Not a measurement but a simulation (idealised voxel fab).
process module | voxel self aligned vias
cross-section cut | 255 nm wide | cells 5 nm
A cross-section is a grid of square cells, given in bands from the top down. A band is one or more rows of cells.
Each band's line starts with the height of the band's top and of its bottom, in nm. Then come its materials from left to right, each with its width in nm. One material with "throughout" fills the band from edge to edge. "air" is empty space.
Height 0 is the level under which the wafer as received is all one material. The lowest band goes on downwards, as in "0 down".
A width such as "30 to 40" changes by the same amount from each row of cells to the next, from the band's top row to its bottom row.
"no change" after a step means that no cell of the cross-section changed.
closed voids: empty space of 8 cells or more with no open way to the top, each as width x height at its distance from the left edge, in nm
after a step's settings: what the simulator itself notes on the step
overlay nm, on a step with a mask: how far to the right of its planned place the mask lay; to the left if negative
Each pair below shows a cross-section before one step and the cross-section after it, down to the lowest band that changed. The line under each pair gives the step between them, with its settings. The pairs can come from different runs of this module on the same starting wafer, so a pair continues from the pair above only where its "before" says so.
before
  70 to 55: aC throughout
  55 to 40: lowk throughout
  40 to 35: lowk 85 | SiN 25 | lowk 30 | SiN 25 | lowk 90
  35 to 20: lowk 85 | TiN 5 | Ru 15 | TiN 5 | lowk 30 | TiN 5 | Ru 15 | TiN 5 | lowk 90
  20 to 15: lowk 85 | TiN 25 | lowk 30 | TiN 25 | lowk 90
  15 to 10: SiCN throughout
  10 to 0: SiO2 throughout
  0 down: Si throughout
  closed voids: none
after
  100 to 70: resist 70 | air 35 | resist 20 | air 35 | resist 95
  below 70: unchanged
  closed voids: none
the step between: op PATTERN | tone open | mask id VIAS | material resist | width nm 35 | pitch nm 55 | thk nm 30 | overlay nm -10
before: the cross-section after the pair above
after
  85 to 70: resist 70 | air 35 | resist 20 | air 35 | resist 95
  70 to 55: aC 70 | air 35 | aC 20 | air 35 | aC 95
  below 55: unchanged
  closed voids: none
the step between: op DIRECTIONAL_ETCH | etch materials aC | depth nm 15
before: the cross-section after the pair above
after
  70 to 55: aC 70 | air 35 | aC 20 | air 35 | aC 95
  below 55: unchanged
  closed voids: none
the step between: op STRIP | etch materials resist
before: the cross-section after the pair above
after
  70 to 55: aC 70 | air 35 | aC 20 | air 35 | aC 95
  55 to 40: lowk 70 | air 35 | lowk 20 | air 35 | lowk 95
  below 40: unchanged
  closed voids: none
the step between: op DIRECTIONAL_ETCH | etch materials lowk | depth nm 15
before: the cross-section after the pair above
after
  70 to 55: aC 70 | air 35 | aC 20 | air 35 | aC 95
  55 to 40: lowk 70 | air 35 | lowk 20 | air 35 | lowk 95
  40 to 35: lowk 85 | air 20 | SiN 5 | lowk 30 | air 20 | SiN 5 | lowk 90
  below 35: unchanged
  closed voids: none
the step between: op DIRECTIONAL_ETCH | etch materials SiN | depth nm 5
before: the cross-section after the pair above
after
  55 to 40: lowk 70 | air 35 | lowk 20 | air 35 | lowk 95
  below 40: unchanged
  closed voids: none
the step between: op STRIP | etch materials aC
before: the cross-section after the pair above
after
  60 to 55: TiN 75 | air 25 | TiN 30 | air 25 | TiN 100
  55 to 45: lowk 70 | TiN 5 | air 25 | TiN 5 | lowk 20 | TiN 5 | air 25 | TiN 5 | lowk 95
  45 to 40: lowk 70 | TiN 20 | air 10 | TiN 5 | lowk 20 | TiN 20 | air 10 | TiN 5 | lowk 95
  40 to 35: lowk 85 | TiN 20 | SiN 5 | lowk 30 | TiN 20 | SiN 5 | lowk 90
  below 35: unchanged
  closed voids: none
the step between: op CONFORMAL_DEP | material TiN | thk nm 5
before: the cross-section after the pair above
after
  70 to 60: Cu throughout
  60 to 55: TiN 75 | Cu 25 | TiN 30 | Cu 25 | TiN 100
  55 to 45: lowk 70 | TiN 5 | Cu 25 | TiN 5 | lowk 20 | TiN 5 | Cu 25 | TiN 5 | lowk 95
  45 to 40: lowk 70 | TiN 20 | Cu 10 | TiN 5 | lowk 20 | TiN 20 | Cu 10 | TiN 5 | lowk 95
  below 40: unchanged
  closed voids: none
the step between: op FILL_DEP | material Cu | thk nm 10
before: the cross-section after the pair above
after
  55 to 45: lowk 70 | TiN 5 | Cu 25 | TiN 5 | lowk 20 | TiN 5 | Cu 25 | TiN 5 | lowk 95
  below 45: unchanged
  closed voids: none
the step between: op CMP | height nm 55
before: the cross-section after the pair above
after
  60 to 55: SiCN throughout
  below 55: unchanged
  closed voids: none
the step between: op CONFORMAL_DEP | material SiCN | thk nm 5
before
  0 down: Si throughout
  closed voids: none
after
  10 to 0: SiN throughout
  below 0: unchanged
  closed voids: none
the step between: op CONFORMAL_DEP | material SiN | thk nm 10
before: the cross-section after the pair above
after
  15 to 10: SiCN throughout
  below 10: unchanged
  closed voids: none
the step between: op CONFORMAL_DEP | material SiCN | thk nm 5
before: the cross-section after the pair above
after
  40 to 15: lowk throughout
  below 15: unchanged
  closed voids: none
the step between: op DIRECTIONAL_DEP | material lowk | thk nm 25
before: the cross-section after the pair above
after
  60 to 40: resist 85 | air 25 | resist 30 | air 25 | resist 90
  below 40: unchanged
  closed voids: none
the step between: op PATTERN | tone open | mask id LINES | material resist | width nm 25 | pitch nm 55 | thk nm 20 | overlay nm 0
before: the cross-section after the pair above
after
  60 to 40: resist 85 | air 25 | resist 30 | air 25 | resist 90
  40 to 15: lowk 85 | air 25 | lowk 30 | air 25 | lowk 90
  below 15: unchanged
  closed voids: none
the step between: op DIRECTIONAL_ETCH | etch materials lowk | depth nm 25
before: the cross-section after the pair above
after
  40 to 15: lowk 85 | air 25 | lowk 30 | air 25 | lowk 90
  below 15: unchanged
  closed voids: none
the step between: op STRIP | etch materials resist
before: the cross-section after the pair above
after
  45 to 40: TiN 90 | air 15 | TiN 40 | air 15 | TiN 95
  40 to 20: lowk 85 | TiN 5 | air 15 | TiN 5 | lowk 30 | TiN 5 | air 15 | TiN 5 | lowk 90
  20 to 15: lowk 85 | TiN 25 | lowk 30 | TiN 25 | lowk 90
  below 15: unchanged
  closed voids: none
the step between: op CONFORMAL_DEP | material TiN | thk nm 5
before: the cross-section after the pair above
after
  55 to 45: Ru throughout
  45 to 40: TiN 90 | Ru 15 | TiN 40 | Ru 15 | TiN 95
  40 to 20: lowk 85 | TiN 5 | Ru 15 | TiN 5 | lowk 30 | TiN 5 | Ru 15 | TiN 5 | lowk 90
  below 20: unchanged
  closed voids: none
the step between: op FILL_DEP | material Ru | thk nm 10
before: the cross-section after the pair above
after
  40 to 20: lowk 85 | TiN 5 | Ru 15 | TiN 5 | lowk 30 | TiN 5 | Ru 15 | TiN 5 | lowk 90
  below 20: unchanged
  closed voids: none
the step between: op CMP | height nm 40
before: the cross-section after the pair above
after
  40 to 35: lowk 85 | air 25 | lowk 30 | air 25 | lowk 90
  below 35: unchanged
  closed voids: none
the step between: op SELECTIVE_ETCH | etch materials W Ru TiN | depth nm 5
before: the cross-section after the pair above
after
  50 to 40: SiN throughout
  40 to 35: lowk 85 | SiN 25 | lowk 30 | SiN 25 | lowk 90
  below 35: unchanged
  closed voids: none
the step between: op FILL_DEP | material SiN | thk nm 10
before: the cross-section after the pair above
after
  40 to 35: lowk 85 | SiN 25 | lowk 30 | SiN 25 | lowk 90
  below 35: unchanged
  closed voids: none
the step between: op CMP | height nm 40
before: the cross-section after the pair above
after
  55 to 40: lowk throughout
  below 40: unchanged
  closed voids: none
the step between: op DIRECTIONAL_DEP | material lowk | thk nm 15
before: the cross-section after the pair above
after
  70 to 55: aC throughout
  below 55: unchanged
  closed voids: none
the step between: op DIRECTIONAL_DEP | material aC | thk nm 15
before: the cross-section after the pair above
after
  100 to 70: resist 80 | air 35 | resist 20 | air 35 | resist 85
  below 70: unchanged
  closed voids: none
the step between: op PATTERN | tone open | mask id VIAS | material resist | width nm 35 | pitch nm 55 | thk nm 30 | overlay nm 0
before: the cross-section after the pair above
after
  85 to 70: resist 80 | air 35 | resist 20 | air 35 | resist 85
  70 to 55: aC 80 | air 35 | aC 20 | air 35 | aC 85
  below 55: unchanged
  closed voids: none
the step between: op DIRECTIONAL_ETCH | etch materials aC | depth nm 15
before: the cross-section after the pair above
after
  70 to 55: aC 80 | air 35 | aC 20 | air 35 | aC 85
  below 55: unchanged
  closed voids: none
the step between: op STRIP | etch materials resist
before: the cross-section after the pair above
after
  70 to 55: aC 80 | air 35 | aC 20 | air 35 | aC 85
  55 to 40: lowk 80 | air 35 | lowk 20 | air 35 | lowk 85
  below 40: unchanged
  closed voids: none
the step between: op DIRECTIONAL_ETCH | etch materials lowk | depth nm 15
before: the cross-section after the pair above
after
  70 to 55: aC 80 | air 35 | aC 20 | air 35 | aC 85
  55 to 40: lowk 80 | air 35 | lowk 20 | air 35 | lowk 85
  40 to 35: lowk 85 | air 25 | lowk 30 | air 25 | lowk 90
  below 35: unchanged
  closed voids: none
the step between: op DIRECTIONAL_ETCH | etch materials SiN | depth nm 5
before: the cross-section after the pair above
after
  55 to 40: lowk 80 | air 35 | lowk 20 | air 35 | lowk 85
  below 40: unchanged
  closed voids: none
the step between: op STRIP | etch materials aC
before: the cross-section after the pair above
after
  60 to 55: TiN 85 | air 25 | TiN 30 | air 25 | TiN 90
  55 to 45: lowk 80 | TiN 5 | air 25 | TiN 5 | lowk 20 | TiN 5 | air 25 | TiN 5 | lowk 85
  45 to 40: lowk 80 | TiN 10 | air 15 | TiN 10 | lowk 20 | TiN 10 | air 15 | TiN 10 | lowk 85
  40 to 35: lowk 85 | TiN 25 | lowk 30 | TiN 25 | lowk 90
  below 35: unchanged
  closed voids: none
the step between: op CONFORMAL_DEP | material TiN | thk nm 5
before: the cross-section after the pair above
after
  70 to 60: Cu throughout
  60 to 55: TiN 85 | Cu 25 | TiN 30 | Cu 25 | TiN 90
  55 to 45: lowk 80 | TiN 5 | Cu 25 | TiN 5 | lowk 20 | TiN 5 | Cu 25 | TiN 5 | lowk 85
  45 to 40: lowk 80 | TiN 10 | Cu 15 | TiN 10 | lowk 20 | TiN 10 | Cu 15 | TiN 10 | lowk 85
  below 40: unchanged
  closed voids: none
the step between: op FILL_DEP | material Cu | thk nm 10
before: the cross-section after the pair above
after
  55 to 45: lowk 80 | TiN 5 | Cu 25 | TiN 5 | lowk 20 | TiN 5 | Cu 25 | TiN 5 | lowk 85
  below 45: unchanged
  closed voids: none
the step between: op CMP | height nm 55
before: the cross-section after the pair above
after
  60 to 55: SiCN throughout
  below 55: unchanged
  closed voids: none
the step between: op CONFORMAL_DEP | material SiCN | thk nm 5
before
  70 to 55: aC throughout
  55 to 40: lowk throughout
  40 to 35: lowk 85 | SiN 25 | lowk 30 | SiN 25 | lowk 90
  35 to 20: lowk 85 | TiN 5 | Ru 15 | TiN 5 | lowk 30 | TiN 5 | Ru 15 | TiN 5 | lowk 90
  20 to 15: lowk 85 | TiN 25 | lowk 30 | TiN 25 | lowk 90
  15 to 10: SiCN throughout
  10 to 0: SiO2 throughout
  0 down: Si throughout
  closed voids: none
after
  100 to 70: air 80 | resist 35 | air 20 | resist 35 | air 85
  below 70: unchanged
  closed voids: none
the step between: op PATTERN | tone cover | mask id VIAS | material resist | width nm 35 | pitch nm 55 | thk nm 30 | overlay nm 0
before: the cross-section after the pair above
after
  85 to 70: air 80 | resist 35 | air 20 | resist 35 | air 85
  70 to 55: air 80 | aC 35 | air 20 | aC 35 | air 85
  below 55: unchanged
  closed voids: none
the step between: op DIRECTIONAL_ETCH | etch materials aC | depth nm 15
before: the cross-section after the pair above
after
  70 to 55: air 80 | aC 35 | air 20 | aC 35 | air 85
  below 55: unchanged
  closed voids: none
the step between: op STRIP | etch materials resist
before: the cross-section after the pair above
after
  70 to 55: air 80 | aC 35 | air 20 | aC 35 | air 85
  55 to 40: air 80 | lowk 35 | air 20 | lowk 35 | air 85
  below 40: unchanged
  closed voids: none
the step between: op DIRECTIONAL_ETCH | etch materials lowk | depth nm 15
before: the cross-section after the pair above
after
  55 to 40: air 80 | lowk 35 | air 20 | lowk 35 | air 85
  below 40: unchanged
  closed voids: none
the step between: op STRIP | etch materials aC
before: the cross-section after the pair above
after
  60 to 55: air 75 | TiN 45 | air 10 | TiN 45 | air 80
  55 to 45: air 75 | TiN 5 | lowk 35 | TiN 5 | air 10 | TiN 5 | lowk 35 | TiN 5 | air 80
  45 to 40: TiN 80 | lowk 35 | TiN 20 | lowk 35 | TiN 85
  below 40: unchanged
  closed voids: none
the step between: op CONFORMAL_DEP | material TiN | thk nm 5
before: the cross-section after the pair above
after
  70 to 60: Cu throughout
  60 to 55: Cu 75 | TiN 45 | Cu 10 | TiN 45 | Cu 80
  55 to 45: Cu 75 | TiN 5 | lowk 35 | TiN 5 | Cu 10 | TiN 5 | lowk 35 | TiN 5 | Cu 80
  below 45: unchanged
  closed voids: none
the step between: op FILL_DEP | material Cu | thk nm 10
before: the cross-section after the pair above
after
  55 to 45: Cu 75 | TiN 5 | lowk 35 | TiN 5 | Cu 10 | TiN 5 | lowk 35 | TiN 5 | Cu 80
  below 45: unchanged
  closed voids: none
the step between: op CMP | height nm 55
before: the cross-section after the pair above
after
  60 to 55: SiCN throughout
  below 55: unchanged
  closed voids: none
the step between: op CONFORMAL_DEP | material SiCN | thk nm 5
